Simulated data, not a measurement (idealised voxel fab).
process module | voxel transistor to metal
cross-section cut | 175 nm wide | cells 5 nm
A cross-section is a grid of square cells, given in bands from the top down. A band is one or more rows of cells.
Each band's line starts with the height of the band's top and of its bottom, in nm. Then come its materials from left to right, each with its width in nm. One material with "throughout" fills the band from edge to edge. "air" is empty space.
Height 0 is the level under which the wafer as received is all one material. The lowest band goes on downwards, as in "0 down".
A width such as "30 to 40" changes by the same amount from each row of cells to the next, from the band's top row to its bottom row.
"no change" after a step means that no cell of the cross-section changed.
closed voids: empty space of 8 cells or more with no open way to the top, each as width x height at its distance from the left edge, in nm
after a step's settings: what the simulator itself notes on the step
overlay nm, on a step with a mask: how far to the right of its planned place the mask lay; to the left if negative
Each pair below shows a cross-section before one step and the cross-section after it, down to the lowest band that changed. The line under each pair gives the step between them, with its settings. The pairs can come from different runs of this module on the same starting wafer, so a pair continues from the pair above only where its "before" says so.
before
  30 to 20: SiO2 40 | TiN 5 | W 10 | TiN 5 | SiO2 55 | TiN 5 | W 10 | TiN 5 | SiO2 40
  20 to 0: SiO2 40 | TiN 5 | W 10 | TiN 5 | SiO2 5 | SiN 10 | HfO2 5 | TiN 5 | W 5 | TiN 5 | HfO2 5 | SiN 10 | SiO2 5 | TiN 5 | W 10 | TiN 5 | SiO2 40
  0 to -5: SiO2 40 | TiN 5 | W 10 | TiN 5 | SiO2 5 | SiN 10 | HfO2 5 | TiN 15 | HfO2 5 | SiN 10 | SiO2 5 | TiN 5 | W 10 | TiN 5 | SiO2 40
  -5 to -10: SiO2 40 | TiN 20 | pSi 5 | SiN 10 | HfO2 25 | SiN 10 | pSi 5 | TiN 20 | SiO2 40
  -10 to -15: SiO2 30 | pSi 35 | Si 45 | pSi 35 | SiO2 30
  -15 to -30: SiO2 35 | Si 105 | SiO2 35
  -30 down: Si throughout
  closed voids: none
after
  35 to 30: SiCN throughout
  below 30: unchanged
  closed voids: none
the step between: op CONFORMAL_DEP | material SiCN | thk nm 5
before: the cross-section after the pair above
after
  60 to 35: lowk throughout
  below 35: unchanged
  closed voids: none
the step between: op DIRECTIONAL_DEP | material lowk | thk nm 25
before: the cross-section after the pair above
after
  80 to 60: resist 40 | air 20 | resist 55 | air 20 | resist 40
  below 60: unchanged
  closed voids: none
the step between: op PATTERN | tone open | mask id METAL_1 | material resist | width nm 20 | pitch nm 75 | thk nm 20 | overlay nm 0
before: the cross-section after the pair above
after
  80 to 60: resist 40 | air 20 | resist 55 | air 20 | resist 40
  60 to 35: lowk 40 | air 20 | lowk 55 | air 20 | lowk 40
  below 35: unchanged
  closed voids: none
the step between: op DIRECTIONAL_ETCH | etch materials lowk | depth nm 25
before: the cross-section after the pair above
after
  80 to 60: resist 40 | air 20 | resist 55 | air 20 | resist 40
  60 to 35: lowk 40 | air 20 | lowk 55 | air 20 | lowk 40
  35 to 30: SiCN 40 | air 20 | SiCN 55 | air 20 | SiCN 40
  below 30: unchanged
  closed voids: none
the step between: op DIRECTIONAL_ETCH | etch materials SiCN | depth nm 5
before: the cross-section after the pair above
after
  60 to 35: lowk 40 | air 20 | lowk 55 | air 20 | lowk 40
  below 35: unchanged
  closed voids: none
the step between: op STRIP | etch materials resist
before: the cross-section after the pair above
after
  65 to 60: TiN 45 | air 10 | TiN 65 | air 10 | TiN 45
  60 to 35: lowk 40 | TiN 5 | air 10 | TiN 5 | lowk 55 | TiN 5 | air 10 | TiN 5 | lowk 40
  35 to 30: SiCN 40 | TiN 20 | SiCN 55 | TiN 20 | SiCN 40
  below 30: unchanged
  closed voids: none
the step between: op CONFORMAL_DEP | material TiN | thk nm 5
before: the cross-section after the pair above
after
  70 to 65: W throughout
  65 to 60: TiN 45 | W 10 | TiN 65 | W 10 | TiN 45
  60 to 35: lowk 40 | TiN 5 | W 10 | TiN 5 | lowk 55 | TiN 5 | W 10 | TiN 5 | lowk 40
  below 35: unchanged
  closed voids: none
the step between: op FILL_DEP | material W | thk nm 5
before: the cross-section after the pair above
after
  60 to 35: lowk 40 | TiN 5 | W 10 | TiN 5 | lowk 55 | TiN 5 | W 10 | TiN 5 | lowk 40
  below 35: unchanged
  closed voids: none
the step between: op CMP | height nm 60
before: the cross-section after the pair above
after
  65 to 60: air 35 | Ru 30 | air 45 | Ru 30 | air 35
  below 60: unchanged
  closed voids: none
the step between: op EPI | material Ru | thk nm 5
before: the cross-section after the pair above
after
  70 to 65: SiCN throughout
  65 to 60: SiCN 35 | Ru 30 | SiCN 45 | Ru 30 | SiCN 35
  below 60: unchanged
  closed voids: none
the step between: op FILL_DEP | material SiCN | thk nm 5
before: the cross-section after the pair above
after
  95 to 70: lowk throughout
  below 70: unchanged
  closed voids: none
the step between: op DIRECTIONAL_DEP | material lowk | thk nm 25
before: the cross-section after the pair above
after
  110 to 95: resist 40 | air 20 | resist 55 | air 20 | resist 40
  below 95: unchanged
  closed voids: none
the step between: op PATTERN | tone open | mask id METAL_2 | material resist | width nm 20 | pitch nm 75 | thk nm 15 | overlay nm 0
before: the cross-section after the pair above
after
  110 to 95: resist 40 | air 20 | resist 55 | air 20 | resist 40
  95 to 80: lowk 40 | air 20 | lowk 55 | air 20 | lowk 40
  below 80: unchanged
  closed voids: none
the step between: op DIRECTIONAL_ETCH | etch materials lowk | depth nm 15
before: the cross-section after the pair above
after
  95 to 80: lowk 40 | air 20 | lowk 55 | air 20 | lowk 40
  below 80: unchanged
  closed voids: none
the step between: op STRIP | etch materials resist
before: the cross-section after the pair above
after
  110 to 95: resist 40 | air 15 | resist 60 | air 15 | resist 45
  95 to 80: lowk 40 | air 15 | resist 5 | lowk 55 | air 15 | resist 5 | lowk 40
  below 80: unchanged
  closed voids: none
the step between: op PATTERN | tone open | mask id METAL_2_HOLES | material resist | width nm 15 | pitch nm 75 | thk nm 15 | overlay nm 0
before: the cross-section after the pair above
after
  110 to 95: resist 40 | air 15 | resist 60 | air 15 | resist 45
  95 to 80: lowk 40 | air 15 | resist 5 | lowk 55 | air 15 | resist 5 | lowk 40
  80 to 70: lowk 40 | air 15 | lowk 60 | air 15 | lowk 45
  below 70: unchanged
  closed voids: none
the step between: op DIRECTIONAL_ETCH | etch materials lowk | depth nm 10
before: the cross-section after the pair above
after
  110 to 95: resist 40 | air 15 | resist 60 | air 15 | resist 45
  95 to 80: lowk 40 | air 15 | resist 5 | lowk 55 | air 15 | resist 5 | lowk 40
  80 to 70: lowk 40 | air 15 | lowk 60 | air 15 | lowk 45
  70 to 65: SiCN 40 | air 15 | SiCN 60 | air 15 | SiCN 45
  below 65: unchanged
  closed voids: none
the step between: op DIRECTIONAL_ETCH | etch materials SiCN | depth nm 5
before: the cross-section after the pair above
after
  95 to 80: lowk 40 | air 20 | lowk 55 | air 20 | lowk 40
  below 80: unchanged
  closed voids: none
the step between: op STRIP | etch materials resist
before: the cross-section after the pair above
after
  100 to 95: TiN 45 | air 10 | TiN 65 | air 10 | TiN 45
  95 to 85: lowk 40 | TiN 5 | air 10 | TiN 5 | lowk 55 | TiN 5 | air 10 | TiN 5 | lowk 40
  85 to 80: lowk 40 | TiN 5 | air 5 | TiN 10 | lowk 55 | TiN 5 | air 5 | TiN 10 | lowk 40
  80 to 70: lowk 40 | TiN 5 | air 5 | TiN 5 | lowk 60 | TiN 5 | air 5 | TiN 5 | lowk 45
  70 to 65: SiCN 40 | TiN 15 | SiCN 60 | TiN 15 | SiCN 45
  below 65: unchanged
  closed voids: none
the step between: op CONFORMAL_DEP | material TiN | thk nm 5
before: the cross-section after the pair above
after
  105 to 100: Cu throughout
  100 to 95: TiN 45 | Cu 10 | TiN 65 | Cu 10 | TiN 45
  95 to 85: lowk 40 | TiN 5 | Cu 10 | TiN 5 | lowk 55 | TiN 5 | Cu 10 | TiN 5 | lowk 40
  85 to 80: lowk 40 | TiN 5 | Cu 5 | TiN 10 | lowk 55 | TiN 5 | Cu 5 | TiN 10 | lowk 40
  80 to 70: lowk 40 | TiN 5 | Cu 5 | TiN 5 | lowk 60 | TiN 5 | Cu 5 | TiN 5 | lowk 45
  below 70: unchanged
  closed voids: none
the step between: op FILL_DEP | material Cu | thk nm 5
before: the cross-section after the pair above
after
  95 to 85: lowk 40 | TiN 5 | Cu 10 | TiN 5 | lowk 55 | TiN 5 | Cu 10 | TiN 5 | lowk 40
  below 85: unchanged
  closed voids: none
the step between: op CMP | height nm 95
before: the cross-section after the pair above
after
  100 to 95: SiN throughout
  below 95: unchanged
  closed voids: none
the step between: op CONFORMAL_DEP | material SiN | thk nm 5
before
  25 to 10: air 30 | aC 115 | air 30
  10 to 0: air 30 | SiN 115 | air 30
  0 to -5: air 30 | SiO2 115 | air 30
  -5 to -25: air 30 | Si 115 | air 30
  -25 down: Si throughout
  closed voids: none
after
  25 to 10: air 30 | aC 115 | air 30
  10 to 0: air 30 | SiN 115 | air 30
  0 to -5: air 30 | SiO2 115 | air 30
  -5 to -45: air 30 | Si 115 | air 30
  below -45: unchanged
  closed voids: none
the step between: op DIRECTIONAL_ETCH | etch materials Si | depth nm 20
before: the cross-section after the pair above
after
  10 to 0: air 30 | SiN 115 | air 30
  below 0: unchanged
  closed voids: none
the step between: op STRIP | etch materials aC
before: the cross-section after the pair above
after
  10 to 0: air 30 | SiN 115 | air 30
  0 to -5: air 30 | SiO2 115 | air 30
  -5 to -45: air 30 | SiO2 5 | Si 105 | SiO2 5 | air 30
  -45 to -50: SiO2 35 | Si 105 | SiO2 35
  below -50: unchanged
  closed voids: none
the step between: op OXIDIZE | depth nm 5
before: the cross-section after the pair above
after
  15 to 10: SiO2 throughout
  10 to 0: SiO2 30 | SiN 115 | SiO2 30
  0 to -5: SiO2 throughout
  -5 to -50: SiO2 35 | Si 105 | SiO2 35
  below -50: unchanged
  closed voids: none
the step between: op FILL_DEP | material SiO2 | thk nm 5
before: the cross-section after the pair above
after
  10 to 0: SiO2 30 | SiN 115 | SiO2 30
  below 0: unchanged
  closed voids: none
the step between: op CMP | height nm 10
before: the cross-section after the pair above
after
  10 to 0: air 30 | SiN 115 | air 30
  below 0: unchanged
  closed voids: none
the step between: op SELECTIVE_ETCH | etch materials SiO2 | depth nm 10
before: the cross-section after the pair above
after
  0 to -5: SiO2 throughout
  below -5: unchanged
  closed voids: none
the step between: op STRIP | etch materials SiN
before: the cross-section after the pair above
after
  -5 to -50: SiO2 35 | Si 105 | SiO2 35
  below -50: unchanged
  closed voids: none
the step between: op SELECTIVE_ETCH | etch materials SiO2 | depth nm 5
before: the cross-section after the pair above
after
  -5 to -10: SiO2 throughout
  below -10: unchanged
  closed voids: none
the step between: op OXIDIZE | depth nm 5
before: the cross-section after the pair above
after
  25 to -5: polySi throughout
  below -5: unchanged
  closed voids: none
the step between: op DIRECTIONAL_DEP | material polySi | thk nm 30
before: the cross-section after the pair above
after
  35 to 25: SiCN throughout
  below 25: unchanged
  closed voids: none
the step between: op DIRECTIONAL_DEP | material SiCN | thk nm 10
before: the cross-section after the pair above
after
  50 to 35: air 75 | resist 25 | air 75
  below 35: unchanged
  closed voids: none
the step between: op PATTERN | tone cover | mask id GATE | material resist | width nm 25 | thk nm 15 | overlay nm 0
before: the cross-section after the pair above
after
  50 to 35: air 75 | resist 25 | air 75
  35 to 25: air 75 | SiCN 25 | air 75
  below 25: unchanged
  closed voids: none
the step between: op DIRECTIONAL_ETCH | etch materials SiCN | depth nm 20
before: the cross-section after the pair above
after
  50 to 35: air 75 | resist 25 | air 75
  35 to 25: air 75 | SiCN 25 | air 75
  25 to -5: air 75 | polySi 25 | air 75
  below -5: unchanged
  closed voids: none
the step between: op DIRECTIONAL_ETCH | etch materials polySi | depth nm 40
before: the cross-section after the pair above
after
  35 to 25: air 75 | SiCN 25 | air 75
  below 25: unchanged
  closed voids: none
the step between: op STRIP | etch materials resist
before: the cross-section after the pair above
after
  40 to 35: air 70 | SiO2 35 | air 70
  35 to 25: air 70 | SiO2 5 | SiCN 25 | SiO2 5 | air 70
  25 to 0: air 70 | SiO2 5 | polySi 25 | SiO2 5 | air 70
  0 to -5: SiO2 75 | polySi 25 | SiO2 75
  below -5: unchanged
  closed voids: none
the step between: op CONFORMAL_DEP | material SiO2 | thk nm 5
before: the cross-section after the pair above
after
  35 to 25: air 70 | SiO2 5 | SiCN 25 | SiO2 5 | air 70
  25 to -5: air 70 | SiO2 5 | polySi 25 | SiO2 5 | air 70
  below -5: unchanged
  closed voids: none
the step between: op DIRECTIONAL_ETCH | etch materials SiO2 | depth nm 5
before: the cross-section after the pair above
after
  45 to 35: air 60 | SiN 55 | air 60
  35 to 25: air 60 | SiN 10 | SiO2 5 | SiCN 25 | SiO2 5 | SiN 10 | air 60
  25 to 5: air 60 | SiN 10 | SiO2 5 | polySi 25 | SiO2 5 | SiN 10 | air 60
  5 to -5: SiN 70 | SiO2 5 | polySi 25 | SiO2 5 | SiN 70
  below -5: unchanged
  closed voids: none
the step between: op CONFORMAL_DEP | material SiN | thk nm 10
before: the cross-section after the pair above
after
  35 to 25: air 60 | SiN 10 | SiO2 5 | SiCN 25 | SiO2 5 | SiN 10 | air 60
  25 to -5: air 60 | SiN 10 | SiO2 5 | polySi 25 | SiO2 5 | SiN 10 | air 60
  below -5: unchanged
  closed voids: none
the step between: op DIRECTIONAL_ETCH | etch materials SiN | depth nm 10
before: the cross-section after the pair above
after
  35 to 30: air 60 | SiN 10 | air 5 | SiCN 25 | air 5 | SiN 10 | air 60
  30 to 25: air 60 | SiN 10 | SiO2 5 | SiCN 25 | SiO2 5 | SiN 10 | air 60
  25 to -5: air 60 | SiN 10 | SiO2 5 | polySi 25 | SiO2 5 | SiN 10 | air 60
  -5 to -10: air 60 | SiO2 55 | air 60
  below -10: unchanged
  closed voids: none
the step between: op DIRECTIONAL_ETCH | etch materials SiO2 | depth nm 5
before: the cross-section after the pair above
after
  35 to 30: air 60 | SiN 10 | air 5 | SiCN 25 | air 5 | SiN 10 | air 60
  30 to 25: air 60 | SiN 10 | SiO2 5 | SiCN 25 | SiO2 5 | SiN 10 | air 60
  25 to -5: air 60 | SiN 10 | SiO2 5 | polySi 25 | SiO2 5 | SiN 10 | air 60
  -5 to -10: air 60 | SiO2 55 | air 60
  -10 to -15: SiO2 35 | air 25 | Si 55 | air 25 | SiO2 35
  below -15: unchanged
  closed voids: none
the step between: op DIRECTIONAL_ETCH | etch materials Si | depth nm 5
before: the cross-section after the pair above
after
  35 to 30: air 60 | SiN 10 | air 5 | SiCN 25 | air 5 | SiN 10 | air 60
  30 to 25: air 60 | SiN 10 | SiO2 5 | SiCN 25 | SiO2 5 | SiN 10 | air 60
  25 to -5: air 60 | SiN 10 | SiO2 5 | polySi 25 | SiO2 5 | SiN 10 | air 60
  -5 to -10: air 55 | pSi 5 | SiO2 55 | pSi 5 | air 55
  -10 to -15: SiO2 35 | pSi 25 | Si 55 | pSi 25 | SiO2 35
  below -15: unchanged
  closed voids: none
the step between: op EPI | material pSi | thk nm 5
before: the cross-section after the pair above
after
  40 to 35: SiO2 throughout
  35 to 25: SiO2 60 | SiN 10 | SiO2 5 | SiCN 25 | SiO2 5 | SiN 10 | SiO2 60
  25 to -5: SiO2 60 | SiN 10 | SiO2 5 | polySi 25 | SiO2 5 | SiN 10 | SiO2 60
  -5 to -10: SiO2 55 | pSi 5 | SiO2 55 | pSi 5 | SiO2 55
  below -10: unchanged
  closed voids: none
the step between: op FILL_DEP | material SiO2 | thk nm 5
before: the cross-section after the pair above
after
  25 to -5: SiO2 60 | SiN 10 | SiO2 5 | polySi 25 | SiO2 5 | SiN 10 | SiO2 60
  below -5: unchanged
  closed voids: none
the step between: op CMP | height nm 25
before: the cross-section after the pair above
after
  25 to -5: SiO2 60 | SiN 10 | SiO2 5 | air 25 | SiO2 5 | SiN 10 | SiO2 60
  below -5: unchanged
  closed voids: none
the step between: op STRIP | etch materials polySi
before: the cross-section after the pair above
after
  25 to 20: air 60 | SiN 10 | air 35 | SiN 10 | air 60
  20 to -5: SiO2 60 | SiN 10 | air 35 | SiN 10 | SiO2 60
  -5 to -10: SiO2 55 | pSi 5 | SiO2 10 | air 35 | SiO2 10 | pSi 5 | SiO2 55
  below -10: unchanged
  closed voids: none
the step between: op SELECTIVE_ETCH | etch materials SiO2 | depth nm 5
before: the cross-section after the pair above
after
  30 to 25: air 55 | HfO2 20 | air 25 | HfO2 20 | air 55
  25 to 20: HfO2 60 | SiN 10 | HfO2 5 | air 25 | HfO2 5 | SiN 10 | HfO2 60
  20 to -5: SiO2 60 | SiN 10 | HfO2 5 | air 25 | HfO2 5 | SiN 10 | SiO2 60
  -5 to -10: SiO2 55 | pSi 5 | SiO2 10 | HfO2 35 | SiO2 10 | pSi 5 | SiO2 55
  below -10: unchanged
  closed voids: none
the step between: op CONFORMAL_DEP | material HfO2 | thk nm 5
before: the cross-section after the pair above
after
  35 to 30: air 50 | TiN 30 | air 15 | TiN 30 | air 50
  30 to 25: TiN 55 | HfO2 20 | TiN 5 | air 15 | TiN 5 | HfO2 20 | TiN 55
  25 to 20: HfO2 60 | SiN 10 | HfO2 5 | TiN 5 | air 15 | TiN 5 | HfO2 5 | SiN 10 | HfO2 60
  20 to 0: SiO2 60 | SiN 10 | HfO2 5 | TiN 5 | air 15 | TiN 5 | HfO2 5 | SiN 10 | SiO2 60
  0 to -5: SiO2 60 | SiN 10 | HfO2 5 | TiN 25 | HfO2 5 | SiN 10 | SiO2 60
  below -5: unchanged
  closed voids: none
the step between: op CONFORMAL_DEP | material TiN | thk nm 5
before: the cross-section after the pair above
after
  40 to 35: W throughout
  35 to 30: W 50 | TiN 30 | W 15 | TiN 30 | W 50
  30 to 25: TiN 55 | HfO2 20 | TiN 5 | W 15 | TiN 5 | HfO2 20 | TiN 55
  25 to 20: HfO2 60 | SiN 10 | HfO2 5 | TiN 5 | W 15 | TiN 5 | HfO2 5 | SiN 10 | HfO2 60
  20 to 0: SiO2 60 | SiN 10 | HfO2 5 | TiN 5 | W 15 | TiN 5 | HfO2 5 | SiN 10 | SiO2 60
  below 0: unchanged
  closed voids: none
the step between: op FILL_DEP | material W | thk nm 5
before: the cross-section after the pair above
after
  20 to 0: SiO2 60 | SiN 10 | HfO2 5 | TiN 5 | W 15 | TiN 5 | HfO2 5 | SiN 10 | SiO2 60
  below 0: unchanged
  closed voids: none
the step between: op CMP | height nm 20
before: the cross-section after the pair above
after
  30 to 20: SiO2 throughout
  below 20: unchanged
  closed voids: none
the step between: op DIRECTIONAL_DEP | material SiO2 | thk nm 10
before: the cross-section after the pair above
after
  30 to 20: SiO2 40 | air 20 | SiO2 55 | air 20 | SiO2 40
  20 to 0: SiO2 40 | air 20 | SiN 10 | HfO2 5 | TiN 5 | W 15 | TiN 5 | HfO2 5 | SiN 10 | air 20 | SiO2 40
  0 to -5: SiO2 40 | air 20 | SiN 10 | HfO2 5 | TiN 25 | HfO2 5 | SiN 10 | air 20 | SiO2 40
  -5 to -10: SiO2 40 | air 15 | pSi 5 | SiO2 10 | HfO2 35 | SiO2 10 | pSi 5 | air 15 | SiO2 40
  below -10: unchanged
  closed voids: none
the step between: op MASKED_ETCH | tone open | mask id CONTACT | width nm 20 | pitch nm 75 | etch materials SiO2 | depth nm 40 | overlay nm 0
before: the cross-section after the pair above
after
  35 to 30: TiN 45 | air 10 | TiN 65 | air 10 | TiN 45
  30 to 20: SiO2 40 | TiN 5 | air 10 | TiN 5 | SiO2 55 | TiN 5 | air 10 | TiN 5 | SiO2 40
  20 to 0: SiO2 40 | TiN 5 | air 10 | TiN 5 | SiN 10 | HfO2 5 | TiN 5 | W 15 | TiN 5 | HfO2 5 | SiN 10 | TiN 5 | air 10 | TiN 5 | SiO2 40
  0 to -5: SiO2 40 | TiN 5 | air 5 | TiN 10 | SiN 10 | HfO2 5 | TiN 25 | HfO2 5 | SiN 10 | TiN 10 | air 5 | TiN 5 | SiO2 40
  -5 to -10: SiO2 40 | TiN 15 | pSi 5 | SiO2 10 | HfO2 35 | SiO2 10 | pSi 5 | TiN 15 | SiO2 40
  below -10: unchanged
  closed voids: none
the step between: op CONFORMAL_DEP | material TiN | thk nm 5
before: the cross-section after the pair above
after
  40 to 35: W throughout
  35 to 30: TiN 45 | W 10 | TiN 65 | W 10 | TiN 45
  30 to 20: SiO2 40 | TiN 5 | W 10 | TiN 5 | SiO2 55 | TiN 5 | W 10 | TiN 5 | SiO2 40
  20 to 0: SiO2 40 | TiN 5 | W 10 | TiN 5 | SiN 10 | HfO2 5 | TiN 5 | W 15 | TiN 5 | HfO2 5 | SiN 10 | TiN 5 | W 10 | TiN 5 | SiO2 40
  0 to -5: SiO2 40 | TiN 5 | W 5 | TiN 10 | SiN 10 | HfO2 5 | TiN 25 | HfO2 5 | SiN 10 | TiN 10 | W 5 | TiN 5 | SiO2 40
  below -5: unchanged
  closed voids: none
the step between: op FILL_DEP | material W | thk nm 5
before: the cross-section after the pair above
after
  30 to 20: SiO2 40 | TiN 5 | W 10 | TiN 5 | SiO2 55 | TiN 5 | W 10 | TiN 5 | SiO2 40
  below 20: unchanged
  closed voids: none
the step between: op CMP | height nm 30
before: the cross-section after the pair above
after
  35 to 30: SiCN throughout
  below 30: unchanged
  closed voids: none
the step between: op CONFORMAL_DEP | material SiCN | thk nm 5
before: the cross-section after the pair above
after
  60 to 35: lowk throughout
  below 35: unchanged
  closed voids: none
the step between: op DIRECTIONAL_DEP | material lowk | thk nm 25
before: the cross-section after the pair above
after
  80 to 60: resist 40 | air 20 | resist 55 | air 20 | resist 40
  below 60: unchanged
  closed voids: none
the step between: op PATTERN | tone open | mask id METAL_1 | material resist | width nm 20 | pitch nm 75 | thk nm 20 | overlay nm 0
before: the cross-section after the pair above
after
  80 to 60: resist 40 | air 20 | resist 55 | air 20 | resist 40
  60 to 35: lowk 40 | air 20 | lowk 55 | air 20 | lowk 40
  below 35: unchanged
  closed voids: none
the step between: op DIRECTIONAL_ETCH | etch materials lowk | depth nm 25
before: the cross-section after the pair above
after
  80 to 60: resist 40 | air 20 | resist 55 | air 20 | resist 40
  60 to 35: lowk 40 | air 20 | lowk 55 | air 20 | lowk 40
  35 to 30: SiCN 40 | air 20 | SiCN 55 | air 20 | SiCN 40
  below 30: unchanged
  closed voids: none
the step between: op DIRECTIONAL_ETCH | etch materials SiCN | depth nm 5
before: the cross-section after the pair above
after
  60 to 35: lowk 40 | air 20 | lowk 55 | air 20 | lowk 40
  below 35: unchanged
  closed voids: none
the step between: op STRIP | etch materials resist
before: the cross-section after the pair above
after
  65 to 60: TiN 45 | air 10 | TiN 65 | air 10 | TiN 45
  60 to 35: lowk 40 | TiN 5 | air 10 | TiN 5 | lowk 55 | TiN 5 | air 10 | TiN 5 | lowk 40
  35 to 30: SiCN 40 | TiN 20 | SiCN 55 | TiN 20 | SiCN 40
  below 30: unchanged
  closed voids: none
the step between: op CONFORMAL_DEP | material TiN | thk nm 5
before: the cross-section after the pair above
after
  70 to 65: W throughout
  65 to 60: TiN 45 | W 10 | TiN 65 | W 10 | TiN 45
  60 to 35: lowk 40 | TiN 5 | W 10 | TiN 5 | lowk 55 | TiN 5 | W 10 | TiN 5 | lowk 40
  below 35: unchanged
  closed voids: none
the step between: op FILL_DEP | material W | thk nm 5
before: the cross-section after the pair above
after
  60 to 35: lowk 40 | TiN 5 | W 10 | TiN 5 | lowk 55 | TiN 5 | W 10 | TiN 5 | lowk 40
  below 35: unchanged
  closed voids: none
the step between: op CMP | height nm 60
before: the cross-section after the pair above
after
  65 to 60: air 35 | Ru 30 | air 45 | Ru 30 | air 35
  below 60: unchanged
  closed voids: none
the step between: op EPI | material Ru | thk nm 5
before: the cross-section after the pair above
after
  70 to 65: SiCN throughout
  65 to 60: SiCN 35 | Ru 30 | SiCN 45 | Ru 30 | SiCN 35
  below 60: unchanged
  closed voids: none
the step between: op FILL_DEP | material SiCN | thk nm 5
before: the cross-section after the pair above
after
  95 to 70: lowk throughout
  below 70: unchanged
  closed voids: none
the step between: op DIRECTIONAL_DEP | material lowk | thk nm 25
before: the cross-section after the pair above
after
  110 to 95: resist 40 | air 20 | resist 55 | air 20 | resist 40
  below 95: unchanged
  closed voids: none
the step between: op PATTERN | tone open | mask id METAL_2 | material resist | width nm 20 | pitch nm 75 | thk nm 15 | overlay nm 0
before: the cross-section after the pair above
after
  110 to 95: resist 40 | air 20 | resist 55 | air 20 | resist 40
  95 to 80: lowk 40 | air 20 | lowk 55 | air 20 | lowk 40
  below 80: unchanged
  closed voids: none
the step between: op DIRECTIONAL_ETCH | etch materials lowk | depth nm 15
before: the cross-section after the pair above
after
  95 to 80: lowk 40 | air 20 | lowk 55 | air 20 | lowk 40
  below 80: unchanged
  closed voids: none
the step between: op STRIP | etch materials resist
before: the cross-section after the pair above
after
  110 to 95: resist 40 | air 15 | resist 60 | air 15 | resist 45
  95 to 80: lowk 40 | air 15 | resist 5 | lowk 55 | air 15 | resist 5 | lowk 40
  below 80: unchanged
  closed voids: none
the step between: op PATTERN | tone open | mask id METAL_2_HOLES | material resist | width nm 15 | pitch nm 75 | thk nm 15 | overlay nm 0
before: the cross-section after the pair above
after
  110 to 95: resist 40 | air 15 | resist 60 | air 15 | resist 45
  95 to 80: lowk 40 | air 15 | resist 5 | lowk 55 | air 15 | resist 5 | lowk 40
  80 to 70: lowk 40 | air 15 | lowk 60 | air 15 | lowk 45
  below 70: unchanged
  closed voids: none
the step between: op DIRECTIONAL_ETCH | etch materials lowk | depth nm 10
before: the cross-section after the pair above
after
  110 to 95: resist 40 | air 15 | resist 60 | air 15 | resist 45
  95 to 80: lowk 40 | air 15 | resist 5 | lowk 55 | air 15 | resist 5 | lowk 40
  80 to 70: lowk 40 | air 15 | lowk 60 | air 15 | lowk 45
  70 to 65: SiCN 40 | air 15 | SiCN 60 | air 15 | SiCN 45
  below 65: unchanged
  closed voids: none
the step between: op DIRECTIONAL_ETCH | etch materials SiCN | depth nm 5
before: the cross-section after the pair above
after
  95 to 80: lowk 40 | air 20 | lowk 55 | air 20 | lowk 40
  below 80: unchanged
  closed voids: none
the step between: op STRIP | etch materials resist
before: the cross-section after the pair above
after
  100 to 95: TiN 45 | air 10 | TiN 65 | air 10 | TiN 45
  95 to 85: lowk 40 | TiN 5 | air 10 | TiN 5 | lowk 55 | TiN 5 | air 10 | TiN 5 | lowk 40
  85 to 80: lowk 40 | TiN 5 | air 5 | TiN 10 | lowk 55 | TiN 5 | air 5 | TiN 10 | lowk 40
  80 to 70: lowk 40 | TiN 5 | air 5 | TiN 5 | lowk 60 | TiN 5 | air 5 | TiN 5 | lowk 45
  70 to 65: SiCN 40 | TiN 15 | SiCN 60 | TiN 15 | SiCN 45
  below 65: unchanged
  closed voids: none
the step between: op CONFORMAL_DEP | material TiN | thk nm 5
before: the cross-section after the pair above
after
  105 to 100: Cu throughout
  100 to 95: TiN 45 | Cu 10 | TiN 65 | Cu 10 | TiN 45
  95 to 85: lowk 40 | TiN 5 | Cu 10 | TiN 5 | lowk 55 | TiN 5 | Cu 10 | TiN 5 | lowk 40
  85 to 80: lowk 40 | TiN 5 | Cu 5 | TiN 10 | lowk 55 | TiN 5 | Cu 5 | TiN 10 | lowk 40
  80 to 70: lowk 40 | TiN 5 | Cu 5 | TiN 5 | lowk 60 | TiN 5 | Cu 5 | TiN 5 | lowk 45
  below 70: unchanged
  closed voids: none
the step between: op FILL_DEP | material Cu | thk nm 5
before: the cross-section after the pair above
after
  95 to 85: lowk 40 | TiN 5 | Cu 10 | TiN 5 | lowk 55 | TiN 5 | Cu 10 | TiN 5 | lowk 40
  below 85: unchanged
  closed voids: none
the step between: op CMP | height nm 95
before: the cross-section after the pair above
after
  100 to 95: SiN throughout
  below 95: unchanged
  closed voids: none
the step between: op CONFORMAL_DEP | material SiN | thk nm 5
before
  25 to 20: air 60 | SiN 10 | air 35 | SiN 10 | air 60
  20 to -5: SiO2 60 | SiN 10 | air 35 | SiN 10 | SiO2 60
  -5 to -10: SiO2 55 | pSi 5 | SiO2 10 | air 35 | SiO2 10 | pSi 5 | SiO2 55
  -10 to -15: SiO2 35 | pSi 25 | Si 55 | pSi 25 | SiO2 35
  -15 to -30: SiO2 35 | Si 105 | SiO2 35
  -30 down: Si throughout
  closed voids: none
after
  30 to 25: air 55 | TiN 20 | air 25 | TiN 20 | air 55
  25 to 20: TiN 60 | SiN 10 | TiN 5 | air 25 | TiN 5 | SiN 10 | TiN 60
  20 to -5: SiO2 60 | SiN 10 | TiN 5 | air 25 | TiN 5 | SiN 10 | SiO2 60
  -5 to -10: SiO2 55 | pSi 5 | SiO2 10 | TiN 35 | SiO2 10 | pSi 5 | SiO2 55
  below -10: unchanged
  closed voids: none
the step between: op CONFORMAL_DEP | material TiN | thk nm 5
before: the cross-section after the pair above
after
  35 to 30: air 50 | HfO2 30 | air 15 | HfO2 30 | air 50
  30 to 25: HfO2 55 | TiN 20 | HfO2 5 | air 15 | HfO2 5 | TiN 20 | HfO2 55
  25 to 20: TiN 60 | SiN 10 | TiN 5 | HfO2 5 | air 15 | HfO2 5 | TiN 5 | SiN 10 | TiN 60
  20 to 0: SiO2 60 | SiN 10 | TiN 5 | HfO2 5 | air 15 | HfO2 5 | TiN 5 | SiN 10 | SiO2 60
  0 to -5: SiO2 60 | SiN 10 | TiN 5 | HfO2 25 | TiN 5 | SiN 10 | SiO2 60
  below -5: unchanged
  closed voids: none
the step between: op CONFORMAL_DEP | material HfO2 | thk nm 5
before: the cross-section after the pair above
after
  40 to 35: W throughout
  35 to 30: W 50 | HfO2 30 | W 15 | HfO2 30 | W 50
  30 to 25: HfO2 55 | TiN 20 | HfO2 5 | W 15 | HfO2 5 | TiN 20 | HfO2 55
  25 to 20: TiN 60 | SiN 10 | TiN 5 | HfO2 5 | W 15 | HfO2 5 | TiN 5 | SiN 10 | TiN 60
  20 to 0: SiO2 60 | SiN 10 | TiN 5 | HfO2 5 | W 15 | HfO2 5 | TiN 5 | SiN 10 | SiO2 60
  below 0: unchanged
  closed voids: none
the step between: op FILL_DEP | material W | thk nm 5
before: the cross-section after the pair above
after
  20 to 0: SiO2 60 | SiN 10 | TiN 5 | HfO2 5 | W 15 | HfO2 5 | TiN 5 | SiN 10 | SiO2 60
  below 0: unchanged
  closed voids: none
the step between: op CMP | height nm 20
before: the cross-section after the pair above
after
  30 to 20: SiO2 throughout
  below 20: unchanged
  closed voids: none
the step between: op DIRECTIONAL_DEP | material SiO2 | thk nm 10
